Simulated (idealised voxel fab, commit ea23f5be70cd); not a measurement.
process module | voxel trench capacitor
cross-section cut | 285 nm wide | cells 5 nm
A cross-section is a grid of square cells, given in bands from the top down. A band is one or more rows of cells.
Each band's line starts with the height of the band's top and of its bottom, in nm. Then come its materials from left to right, each with its width in nm. One material with "throughout" fills the band from edge to edge. "air" is empty space.
Height 0 is the level under which the wafer as received is all one material. The lowest band goes on downwards, as in "0 down".
A width such as "30 to 40" changes by the same amount from each row of cells to the next, from the band's top row to its bottom row.
"no change" after a step means that no cell of the cross-section changed.
closed voids: empty space of 8 cells or more with no open way to the top, each as width x height at its distance from the left edge, in nm
after a step's settings: what the simulator itself notes on the step
overlay nm, on a step with a mask: how far to the right of its planned place the mask lay; to the left if negative
plan
1 op RECEIVE | material Si
2 op CONFORMAL_DEP | material SiN | thk nm 5
3 op MASKED_ETCH | tone open | mask id TRENCH | width nm 25 | pitch nm 40 | etch materials SiN | depth nm 5 | overlay nm 0
4 op MASKED_ETCH | tone open | mask id TRENCH | width nm 25 | pitch nm 40 | etch materials Si | depth nm 35 | overlay nm 0
5 op CONFORMAL_DEP | material Al2O3 | thk nm 5
6 op CONFORMAL_DEP | material TiN | thk nm 5
7 op FILL_DEP | material W | thk nm 10
8 op CMP | height nm 5
as received, after step 1
  0 down: Si throughout
  closed voids: none
a wafer at the end: this start, this plan, one mistake
  5 to 0: SiN 70 | Al2O3 5 | TiN 5 | W 5 | TiN 5 | Al2O3 5 | SiN 15 | Al2O3 5 | TiN 5 | W 5 | TiN 5 | Al2O3 5 | SiN 15 | Al2O3 5 | TiN 5 | W 5 | TiN 5 | Al2O3 5 | SiN 15 | Al2O3 5 | TiN 5 | W 5 | TiN 5 | Al2O3 5 | SiN 70
  0 to -60: Si 70 | Al2O3 5 | TiN 5 | W 5 | TiN 5 | Al2O3 5 | Si 15 | Al2O3 5 | TiN 5 | W 5 | TiN 5 | Al2O3 5 | Si 15 | Al2O3 5 | TiN 5 | W 5 | TiN 5 | Al2O3 5 | Si 15 | Al2O3 5 | TiN 5 | W 5 | TiN 5 | Al2O3 5 | Si 70
  -60 to -65: Si 70 | Al2O3 5 | TiN 15 | Al2O3 5 | Si 15 | Al2O3 5 | TiN 15 | Al2O3 5 | Si 15 | Al2O3 5 | TiN 15 | Al2O3 5 | Si 15 | Al2O3 5 | TiN 15 | Al2O3 5 | Si 70
  -65 to -70: Si 70 | Al2O3 25 | Si 15 | Al2O3 25 | Si 15 | Al2O3 25 | Si 15 | Al2O3 25 | Si 70
  -70 down: Si throughout
  closed voids: none
what went wrong: step 4 was run twice
